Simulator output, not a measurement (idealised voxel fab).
This is a process module. Its name is voxel transistor to metal.
cross-section cut | 205 nm wide | cells 5 nm
We lay out every cross-section as a grid of square cells and spell it out in bands from the top down, where one band means one or more rows of cells. It is stipulated that each band's entry specify, in nanometres, the height of the top of the band and then that of its bottom, followed by the materials of the band in left-to-right sequence, each together with its width in nanometres. A single material marked by the word "all across" is understood to fill the band from edge to edge; the word "empty" is understood to denote empty space. Ref level 0: as-received wafer is one material below here. Bottom band extends down with no lower bound ("top 0, no bottom"). Width: "30->40" (first number = top row, second number = bottom row, same change from row to row of cells). "nothing altered" after a step means that no cell of the cross-section changed. Closed empty spaces (no open way to the top) of 8 cells or more are what "Closed void table" lists, each as width x height at distance from the left edge, nm for all three. Past the settings on a step's line: simulator remark, on that step. For masked steps, "overlay nm" on the step line gives how far right of plan the mask actually lay; a minus sign means it lay to the left.
Steps planned for the process
step 1: RECEIVE, material Si
step 2: CONFORMAL_DEP, material SiO2, thk nm 5
step 3: CONFORMAL_DEP, material SiN, thk nm 10
step 4: DIRECTIONAL_DEP, material aC, thk nm 10
step 5: PATTERN, tone cover, mask id ACTIVE, material resist, width nm 120, thk nm 30, overlay nm 0
step 6: DIRECTIONAL_ETCH, etch materials aC, depth nm 10
step 7: STRIP, etch materials resist
step 8: DIRECTIONAL_ETCH, etch materials SiN, depth nm 10
step 9: DIRECTIONAL_ETCH, etch materials SiO2, depth nm 5
step 10: DIRECTIONAL_ETCH, etch materials Si, depth nm 30
step 11: STRIP, etch materials aC
step 12: FILL_DEP, material SiO2, thk nm 10
step 13: CMP, height nm 15
step 14: SELECTIVE_ETCH, etch materials SiO2, depth nm 5
step 15: STRIP, etch materials SiN
step 16: SELECTIVE_ETCH, etch materials SiO2, depth nm 5
step 17: OXIDIZE, depth nm 5
step 18: DIRECTIONAL_DEP, material polySi, thk nm 30
step 19: DIRECTIONAL_DEP, material SiCN, thk nm 15
step 20: MASKED_ETCH, tone cover, mask id GATE, width nm 20, etch materials SiCN, depth nm 25, overlay nm 0
step 21: MASKED_ETCH, tone cover, mask id GATE, width nm 20, etch materials polySi, depth nm 40, overlay nm 0
step 22: CONFORMAL_DEP, material SiN, thk nm 5
step 23: DIRECTIONAL_ETCH, etch materials SiN, depth nm 5
step 24: DIRECTIONAL_ETCH, etch materials SiO2, depth nm 5
step 25: DIRECTIONAL_ETCH, etch materials Si, depth nm 5
step 26: EPI, material SiGe, thk nm 10
step 27: FILL_DEP, material SiO2, thk nm 5
step 28: CMP, height nm 45
step 29: DIRECTIONAL_DEP, material SiO2, thk nm 10
step 30: PATTERN, tone open, mask id CONTACT, material resist, width nm 20, pitch nm 80, thk nm 20, overlay nm 0
step 31: DIRECTIONAL_ETCH, etch materials SiO2, depth nm 55
step 32: STRIP, etch materials resist
step 33: CONFORMAL_DEP, material TiN, thk nm 5
step 34: FILL_DEP, material W, thk nm 10
step 35: CMP, height nm 55
step 36: DIRECTIONAL_DEP, material TiN, thk nm 5
step 37: DIRECTIONAL_DEP, material W, thk nm 15
step 38: DIRECTIONAL_DEP, material aC, thk nm 10
step 39: PATTERN, tone cover, mask id METAL_1, material resist, width nm 20, pitch nm 80, thk nm 30, overlay nm 0
step 40: DIRECTIONAL_ETCH, etch materials aC, depth nm 10
step 41: STRIP, etch materials resist
step 42: DIRECTIONAL_ETCH, etch materials W, depth nm 15
step 43: DIRECTIONAL_ETCH, etch materials TiN, depth nm 5
step 44: STRIP, etch materials aC
step 45: CONFORMAL_DEP, material SiN, thk nm 5
step 46: FILL_DEP, material SiO2, thk nm 10
step 47: CMP, height nm 75
step 48: CONFORMAL_DEP, material SiCN, thk nm 5
step 49: DIRECTIONAL_DEP, material SiO2, thk nm 30
step 50: MASKED_ETCH, tone open, mask id METAL_2_HOLES, width nm 15, pitch nm 80, etch materials SiO2, depth nm 30, overlay nm 0
step 51: PATTERN, tone open, mask id METAL_2, material resist, width nm 20, pitch nm 80, thk nm 15, overlay nm 0
step 52: DIRECTIONAL_ETCH, etch materials SiO2, depth nm 20
step 53: DIRECTIONAL_ETCH, etch materials SiCN, depth nm 5
step 54: STRIP, etch materials resist
step 55: CONFORMAL_DEP, material TiN, thk nm 5
step 56: FILL_DEP, material Cu, thk nm 5
step 57: CMP, height nm 110
step 58: CONFORMAL_DEP, material SiCN, thk nm 5
First of the two wafers, run per plan
The cross-section here shows the wafer as received, i.e. in its state after step 1
> top 0, no bottom = Si all across
> Closed void table: none
Once step 2 is through, the wafer looks like this in cross-section
> top 5, bottom 0 = SiO2 all across
> Heights below 0 show no change.
Once step 3 is through, the wafer looks like this in cross-section
> top 15, bottom 5 = SiN all across
> Heights below 5 show no change.
Once step 4 is through, the wafer looks like this in cross-section
> top 25, bottom 15 = aC all across
> Heights below 15 show no change.
Once step 5 is through, the wafer looks like this in cross-section
> top 55, bottom 25 = empty=40, then resist=120, then empty=45
> Heights below 25 show no change.
Once step 6 is through, the wafer looks like this in cross-section
> top 45, bottom 25 = empty=40, then resist=120, then empty=45
> top 25, bottom 15 = empty=40, then aC=120, then empty=45
> Heights below 15 show no change.
Once step 7 is through, the wafer looks like this in cross-section
> top 25, bottom 15 = empty=40, then aC=120, then empty=45
> Heights below 15 show no change.
Once step 8 is through, the wafer looks like this in cross-section
> top 25, bottom 15 = empty=40, then aC=120, then empty=45
> top 15, bottom 5 = empty=40, then SiN=120, then empty=45
> Heights below 5 show no change.
Once step 9 is through, the wafer looks like this in cross-section
> top 25, bottom 15 = empty=40, then aC=120, then empty=45
> top 15, bottom 5 = empty=40, then SiN=120, then empty=45
> top 5, bottom 0 = empty=40, then SiO2=120, then empty=45
> Heights below 0 show no change.
Once step 10 is through, the wafer looks like this in cross-section
> top 25, bottom 15 = empty=40, then aC=120, then empty=45
> top 15, bottom 5 = empty=40, then SiN=120, then empty=45
> top 5, bottom 0 = empty=40, then SiO2=120, then empty=45
> top 0, bottom -30 = empty=40, then Si=120, then empty=45
> Heights below -30 show no change.
Once step 11 is through, the wafer looks like this in cross-section
> top 15, bottom 5 = empty=40, then SiN=120, then empty=45
> Heights below 5 show no change.
Once step 12 is through, the wafer looks like this in cross-section
> top 25, bottom 15 = SiO2 all across
> top 15, bottom 5 = SiO2=40, then SiN=120, then SiO2=45
> top 5, bottom 0 = SiO2 all across
> top 0, bottom -30 = SiO2=40, then Si=120, then SiO2=45
> Heights below -30 show no change.
Once step 13 is through, the wafer looks like this in cross-section
> top 15, bottom 5 = SiO2=40, then SiN=120, then SiO2=45
> Heights below 5 show no change.
Once step 14 is through, the wafer looks like this in cross-section
> top 15, bottom 10 = empty=40, then SiN=120, then empty=45
> Heights below 10 show no change.
Once step 15 is through, the wafer looks like this in cross-section
> top 10, bottom 5 = SiO2=40, then empty=120, then SiO2=45
> Heights below 5 show no change.
Once step 16 is through, the wafer looks like this in cross-section
> top 5, bottom 0 = SiO2=35, then empty=130, then SiO2=40
> Heights below 0 show no change.
Once step 17 is through, the wafer looks like this in cross-section
> top 5, bottom 0 = SiO2=35, then empty=130, then SiO2=40
> top 0, bottom -5 = SiO2 all across
> Heights below -5 show no change.
Once step 18 is through, the wafer looks like this in cross-section
> top 35, bottom 30 = polySi=35, then empty=130, then polySi=40
> top 30, bottom 5 = polySi all across
> top 5, bottom 0 = SiO2=35, then polySi=130, then SiO2=40
> Heights below 0 show no change.
Once step 19 is through, the wafer looks like this in cross-section
> top 50, bottom 45 = SiCN=35, then empty=130, then SiCN=40
> top 45, bottom 35 = SiCN all across
> top 35, bottom 30 = polySi=35, then SiCN=130, then polySi=40
> Heights below 30 show no change.
Once step 20 is through, the wafer looks like this in cross-section
> top 45, bottom 35 = empty=90, then SiCN=20, then empty=95
> top 35, bottom 30 = polySi=35, then empty=55, then SiCN=20, then empty=55, then polySi=40
> Heights below 30 show no change.
Once step 21 is through, the wafer looks like this in cross-section
> top 45, bottom 30 = empty=90, then SiCN=20, then empty=95
> top 30, bottom 5 = empty=90, then polySi=20, then empty=95
> top 5, bottom 0 = SiO2=35, then empty=55, then polySi=20, then empty=55, then SiO2=40
> Heights below 0 show no change.
Once step 22 is through, the wafer looks like this in cross-section
> top 50, bottom 45 = empty=85, then SiN=30, then empty=90
> top 45, bottom 30 = empty=85, then SiN=5, then SiCN=20, then SiN=5, then empty=90
> top 30, bottom 10 = empty=85, then SiN=5, then polySi=20, then SiN=5, then empty=90
> top 10, bottom 5 = SiN=40, then empty=45, then SiN=5, then polySi=20, then SiN=5, then empty=45, then SiN=45
> top 5, bottom 0 = SiO2=35, then SiN=55, then polySi=20, then SiN=55, then SiO2=40
> Heights below 0 show no change.
Once step 23 is through, the wafer looks like this in cross-section
> top 45, bottom 30 = empty=85, then SiN=5, then SiCN=20, then SiN=5, then empty=90
> top 30, bottom 5 = empty=85, then SiN=5, then polySi=20, then SiN=5, then empty=90
> top 5, bottom 0 = SiO2=35, then SiN=5, then empty=45, then SiN=5, then polySi=20, then SiN=5, then empty=45, then SiN=5, then SiO2=40
> Heights below 0 show no change.
Once step 24 is through, the wafer looks like this in cross-section
> top 45, bottom 30 = empty=85, then SiN=5, then SiCN=20, then SiN=5, then empty=90
> top 30, bottom 5 = empty=85, then SiN=5, then polySi=20, then SiN=5, then empty=90
> top 5, bottom 0 = empty=35, then SiN=5, then empty=45, then SiN=5, then polySi=20, then SiN=5, then empty=45, then SiN=5, then empty=40
> top 0, bottom -5 = SiO2=40, then empty=45, then SiO2=30, then empty=45, then SiO2=45
> Heights below -5 show no change.
Once step 25 is through, the wafer looks like this in cross-section
> top 45, bottom 30 = empty=85, then SiN=5, then SiCN=20, then SiN=5, then empty=90
> top 30, bottom 5 = empty=85, then SiN=5, then polySi=20, then SiN=5, then empty=90
> top 5, bottom 0 = empty=35, then SiN=5, then empty=45, then SiN=5, then polySi=20, then SiN=5, then empty=45, then SiN=5, then empty=40
> top 0, bottom -5 = SiO2=40, then empty=45, then SiO2=30, then empty=45, then SiO2=45
> top -5, bottom -10 = SiO2=40, then empty=45, then Si=30, then empty=45, then SiO2=45
> Heights below -10 show no change.
Once step 26 is through, the wafer looks like this in cross-section
> top 45, bottom 30 = empty=85, then SiN=5, then SiCN=20, then SiN=5, then empty=90
> top 30, bottom 5 = empty=85, then SiN=5, then polySi=20, then SiN=5, then empty=90
> top 5, bottom 0 = empty=35, then SiN=5, then empty=35, then SiGe=10, then SiN=5, then polySi=20, then SiN=5, then SiGe=10, then empty=35, then SiN=5, then empty=40
> top 0, bottom -5 = SiO2=40, then SiGe=45, then SiO2=30, then SiGe=45, then SiO2=45
> top -5, bottom -10 = SiO2=40, then SiGe=45, then Si=30, then SiGe=45, then SiO2=45
> Heights below -10 show no change.
Once step 27 is through, the wafer looks like this in cross-section
> top 50, bottom 45 = SiO2 all across
> top 45, bottom 30 = SiO2=85, then SiN=5, then SiCN=20, then SiN=5, then SiO2=90
> top 30, bottom 5 = SiO2=85, then SiN=5, then polySi=20, then SiN=5, then SiO2=90
> top 5, bottom 0 = SiO2=35, then SiN=5, then SiO2=35, then SiGe=10, then SiN=5, then polySi=20, then SiN=5, then SiGe=10, then SiO2=35, then SiN=5, then SiO2=40
> Heights below 0 show no change.
Once step 28 is through, the wafer looks like this in cross-section
> top 45, bottom 30 = SiO2=85, then SiN=5, then SiCN=20, then SiN=5, then SiO2=90
> Heights below 30 show no change.
Once step 29 is through, the wafer looks like this in cross-section
> top 55, bottom 45 = SiO2 all across
> Heights below 45 show no change.
Once step 30 is through, the wafer looks like this in cross-section
> top 75, bottom 55 = resist=50, then empty=20, then resist=60, then empty=20, then resist=55
> Heights below 55 show no change.
Once step 31 is through, the wafer looks like this in cross-section
> top 75, bottom 55 = resist=50, then empty=20, then resist=60, then empty=20, then resist=55
> top 55, bottom 45 = SiO2=50, then empty=20, then SiO2=60, then empty=20, then SiO2=55
> top 45, bottom 30 = SiO2=50, then empty=20, then SiO2=15, then SiN=5, then SiCN=20, then SiN=5, then SiO2=15, then empty=20, then SiO2=55
> top 30, bottom 5 = SiO2=50, then empty=20, then SiO2=15, then SiN=5, then polySi=20, then SiN=5, then SiO2=15, then empty=20, then SiO2=55
> top 5, bottom 0 = SiO2=35, then SiN=5, then SiO2=10, then empty=20, then SiO2=5, then SiGe=10, then SiN=5, then polySi=20, then SiN=5, then SiGe=10, then SiO2=5, then empty=20, then SiO2=10, then SiN=5, then SiO2=40
> Heights below 0 show no change.
Once step 32 is through, the wafer looks like this in cross-section
> top 55, bottom 45 = SiO2=50, then empty=20, then SiO2=60, then empty=20, then SiO2=55
> Heights below 45 show no change.
Once step 33 is through, the wafer looks like this in cross-section
> top 60, bottom 55 = TiN=55, then empty=10, then TiN=70, then empty=10, then TiN=60
> top 55, bottom 45 = SiO2=50, then TiN=5, then empty=10, then TiN=5, then SiO2=60, then TiN=5, then empty=10, then TiN=5, then SiO2=55
> top 45, bottom 30 = SiO2=50, then TiN=5, then empty=10, then TiN=5, then SiO2=15, then SiN=5, then SiCN=20, then SiN=5, then SiO2=15, then TiN=5, then empty=10, then TiN=5, then SiO2=55
> top 30, bottom 5 = SiO2=50, then TiN=5, then empty=10, then TiN=5, then SiO2=15, then SiN=5, then polySi=20, then SiN=5, then SiO2=15, then TiN=5, then empty=10, then TiN=5, then SiO2=55
> top 5, bottom 0 = SiO2=35, then SiN=5, then SiO2=10, then TiN=20, then SiO2=5, then SiGe=10, then SiN=5, then polySi=20, then SiN=5, then SiGe=10, then SiO2=5, then TiN=20, then SiO2=10, then SiN=5, then SiO2=40
> Heights below 0 show no change.
Once step 34 is through, the wafer looks like this in cross-section
> top 70, bottom 60 = W all across
> top 60, bottom 55 = TiN=55, then W=10, then TiN=70, then W=10, then TiN=60
> top 55, bottom 45 = SiO2=50, then TiN=5, then W=10, then TiN=5, then SiO2=60, then TiN=5, then W=10, then TiN=5, then SiO2=55
> top 45, bottom 30 = SiO2=50, then TiN=5, then W=10, then TiN=5, then SiO2=15, then SiN=5, then SiCN=20, then SiN=5, then SiO2=15, then TiN=5, then W=10, then TiN=5, then SiO2=55
> top 30, bottom 5 = SiO2=50, then TiN=5, then W=10, then TiN=5, then SiO2=15, then SiN=5, then polySi=20, then SiN=5, then SiO2=15, then TiN=5, then W=10, then TiN=5, then SiO2=55
> Heights below 5 show no change.
Once step 35 is through, the wafer looks like this in cross-section
> top 55, bottom 45 = SiO2=50, then TiN=5, then W=10, then TiN=5, then SiO2=60, then TiN=5, then W=10, then TiN=5, then SiO2=55
> Heights below 45 show no change.
Once step 36 is through, the wafer looks like this in cross-section
> top 60, bottom 55 = TiN all across
> Heights below 55 show no change.
Once step 37 is through, the wafer looks like this in cross-section
> top 75, bottom 60 = W all across
> Heights below 60 show no change.
Once step 38 is through, the wafer looks like this in cross-section
> top 85, bottom 75 = aC all across
> Heights below 75 show no change.
Once step 39 is through, the wafer looks like this in cross-section
> top 115, bottom 85 = empty=50, then resist=20, then empty=60, then resist=20, then empty=55
> Heights below 85 show no change.
Once step 40 is through, the wafer looks like this in cross-section
> top 105, bottom 85 = empty=50, then resist=20, then empty=60, then resist=20, then empty=55
> top 85, bottom 75 = empty=50, then aC=20, then empty=60, then aC=20, then empty=55
> Heights below 75 show no change.
Once step 41 is through, the wafer looks like this in cross-section
> top 85, bottom 75 = empty=50, then aC=20, then empty=60, then aC=20, then empty=55
> Heights below 75 show no change.
Once step 42 is through, the wafer looks like this in cross-section
> top 85, bottom 75 = empty=50, then aC=20, then empty=60, then aC=20, then empty=55
> top 75, bottom 60 = empty=50, then W=20, then empty=60, then W=20, then empty=55
> Heights below 60 show no change.
Once step 43 is through, the wafer looks like this in cross-section
> top 85, bottom 75 = empty=50, then aC=20, then empty=60, then aC=20, then empty=55
> top 75, bottom 60 = empty=50, then W=20, then empty=60, then W=20, then empty=55
> top 60, bottom 55 = empty=50, then TiN=20, then empty=60, then TiN=20, then empty=55
> Heights below 55 show no change.
Once step 44 is through, the wafer looks like this in cross-section
> top 75, bottom 60 = empty=50, then W=20, then empty=60, then W=20, then empty=55
> Heights below 60 show no change.
Once step 45 is through, the wafer looks like this in cross-section
> top 80, bottom 75 = empty=45, then SiN=30, then empty=50, then SiN=30, then empty=50
> top 75, bottom 60 = empty=45, then SiN=5, then W=20, then SiN=5, then empty=50, then SiN=5, then W=20, then SiN=5, then empty=50
> top 60, bottom 55 = SiN=50, then TiN=20, then SiN=60, then TiN=20, then SiN=55
> Heights below 55 show no change.
Once step 46 is through, the wafer looks like this in cross-section
> top 90, bottom 80 = SiO2 all across
> top 80, bottom 75 = SiO2=45, then SiN=30, then SiO2=50, then SiN=30, then SiO2=50
> top 75, bottom 60 = SiO2=45, then SiN=5, then W=20, then SiN=5, then SiO2=50, then SiN=5, then W=20, then SiN=5, then SiO2=50
> Heights below 60 show no change.
Once step 47 is through, the wafer looks like this in cross-section
> top 75, bottom 60 = SiO2=45, then SiN=5, then W=20, then SiN=5, then SiO2=50, then SiN=5, then W=20, then SiN=5, then SiO2=50
> Heights below 60 show no change.
Once step 48 is through, the wafer looks like this in cross-section
> top 80, bottom 75 = SiCN all across
> Heights below 75 show no change.
Once step 49 is through, the wafer looks like this in cross-section
> top 110, bottom 80 = SiO2 all across
> Heights below 80 show no change.
Once step 50 is through, the wafer looks like this in cross-section
> top 110, bottom 80 = SiO2=50, then empty=15, then SiO2=65, then empty=15, then SiO2=60
> Heights below 80 show no change.
Once step 51 is through, the wafer looks like this in cross-section
> top 125, bottom 110 = resist=50, then empty=20, then resist=60, then empty=20, then resist=55
> Heights below 110 show no change.
Once step 52 is through, the wafer looks like this in cross-section
> top 125, bottom 110 = resist=50, then empty=20, then resist=60, then empty=20, then resist=55
> top 110, bottom 90 = SiO2=50, then empty=20, then SiO2=60, then empty=20, then SiO2=55
> Heights below 90 show no change.
Once step 53 is through, the wafer looks like this in cross-section
> top 125, bottom 110 = resist=50, then empty=20, then resist=60, then empty=20, then resist=55
> top 110, bottom 90 = SiO2=50, then empty=20, then SiO2=60, then empty=20, then SiO2=55
> top 90, bottom 80 = SiO2=50, then empty=15, then SiO2=65, then empty=15, then SiO2=60
> top 80, bottom 75 = SiCN=50, then empty=15, then SiCN=65, then empty=15, then SiCN=60
> Heights below 75 show no change.
Once step 54 is through, the wafer looks like this in cross-section
> top 110, bottom 90 = SiO2=50, then empty=20, then SiO2=60, then empty=20, then SiO2=55
> Heights below 90 show no change.
Once step 55 is through, the wafer looks like this in cross-section
> top 115, bottom 110 = TiN=55, then empty=10, then TiN=70, then empty=10, then TiN=60
> top 110, bottom 95 = SiO2=50, then TiN=5, then empty=10, then TiN=5, then SiO2=60, then TiN=5, then empty=10, then TiN=5, then SiO2=55
> top 95, bottom 90 = SiO2=50, then TiN=5, then empty=5, then TiN=10, then SiO2=60, then TiN=5, then empty=5, then TiN=10, then SiO2=55
> top 90, bottom 80 = SiO2=50, then TiN=5, then empty=5, then TiN=5, then SiO2=65, then TiN=5, then empty=5, then TiN=5, then SiO2=60
> top 80, bottom 75 = SiCN=50, then TiN=15, then SiCN=65, then TiN=15, then SiCN=60
> Heights below 75 show no change.
Once step 56 is through, the wafer looks like this in cross-section
> top 120, bottom 115 = Cu all across
> top 115, bottom 110 = TiN=55, then Cu=10, then TiN=70, then Cu=10, then TiN=60
> top 110, bottom 95 = SiO2=50, then TiN=5, then Cu=10, then TiN=5, then SiO2=60, then TiN=5, then Cu=10, then TiN=5, then SiO2=55
> top 95, bottom 90 = SiO2=50, then TiN=5, then Cu=5, then TiN=10, then SiO2=60, then TiN=5, then Cu=5, then TiN=10, then SiO2=55
> top 90, bottom 80 = SiO2=50, then TiN=5, then Cu=5, then TiN=5, then SiO2=65, then TiN=5, then Cu=5, then TiN=5, then SiO2=60
> Heights below 80 show no change.
Once step 57 is through, the wafer looks like this in cross-section
> top 110, bottom 95 = SiO2=50, then TiN=5, then Cu=10, then TiN=5, then SiO2=60, then TiN=5, then Cu=10, then TiN=5, then SiO2=55
> Heights below 95 show no change.
Once step 58 is through, the wafer looks like this in cross-section
> top 115, bottom 110 = SiCN all across
> Heights below 110 show no change.
Wafer two: like wafer one in start and plan, but with one mistake in execution; identical up to and including step 50
Second wafer, section view, time point: scheduled end of step 51
> top 125, bottom 110 = empty=50, then resist=20, then empty=60, then resist=20, then empty=55
> top 110, bottom 80 = SiO2=50, then resist=15, then SiO2=65, then resist=15, then SiO2=60
> Heights below 80 show no change.
Second wafer, section view, time point: scheduled end of step 52
> top 125, bottom 110 = empty=50, then resist=20, then empty=60, then resist=20, then empty=55
> top 110, bottom 90 = empty=50, then resist=15, then SiO2=5, then empty=60, then resist=15, then SiO2=5, then empty=55
> Heights below 90 show no change.
Second wafer, section view, time point: scheduled end of step 53: nothing altered
Second wafer, section view, time point: scheduled end of step 54
> top 110, bottom 90 = empty=65, then SiO2=5, then empty=75, then SiO2=5, then empty=55
> top 90, bottom 80 = SiO2=50, then empty=15, then SiO2=65, then empty=15, then SiO2=60
> Heights below 80 show no change.
Second wafer, section view, time point: scheduled end of step 55
> top 115, bottom 110 = empty=60, then TiN=15, then empty=65, then TiN=15, then empty=50
> top 110, bottom 95 = empty=60, then TiN=5, then SiO2=5, then TiN=5, then empty=65, then TiN=5, then SiO2=5, then TiN=5, then empty=50
> top 95, bottom 90 = TiN=55, then empty=5, then TiN=5, then SiO2=5, then TiN=65, then empty=5, then TiN=5, then SiO2=5, then TiN=55
> top 90, bottom 85 = SiO2=50, then TiN=5, then empty=5, then TiN=5, then SiO2=65, then TiN=5, then empty=5, then TiN=5, then SiO2=60
> top 85, bottom 80 = SiO2=50, then TiN=15, then SiO2=65, then TiN=15, then SiO2=60
> Heights below 80 show no change.
Second wafer, section view, time point: scheduled end of step 56
> top 120, bottom 115 = Cu all across
> top 115, bottom 110 = Cu=60, then TiN=15, then Cu=65, then TiN=15, then Cu=50
> top 110, bottom 95 = Cu=60, then TiN=5, then SiO2=5, then TiN=5, then Cu=65, then TiN=5, then SiO2=5, then TiN=5, then Cu=50
> top 95, bottom 90 = TiN=55, then Cu=5, then TiN=5, then SiO2=5, then TiN=65, then Cu=5, then TiN=5, then SiO2=5, then TiN=55
> top 90, bottom 85 = SiO2=50, then TiN=5, then Cu=5, then TiN=5, then SiO2=65, then TiN=5, then Cu=5, then TiN=5, then SiO2=60
> Heights below 85 show no change.
Second wafer, section view, time point: scheduled end of step 57
> top 110, bottom 95 = Cu=60, then TiN=5, then SiO2=5, then TiN=5, then Cu=65, then TiN=5, then SiO2=5, then TiN=5, then Cu=50
> Heights below 95 show no change.
Second wafer, section view, time point: scheduled end of step 58
> top 115, bottom 110 = SiCN all across
> Heights below 110 show no change.
Plan not followed: planned and actual differ for step 51; actual: PATTERN, tone cover, mask id METAL_2, material resist, width nm 20, pitch nm 80, thk nm 15, overlay nm 0
Count the cells at the end and the second wafer has more or fewer of some materials than the first: Cu: 91 more | SiCN: 6 more | SiO2: 124 fewer | TiN: 27 more
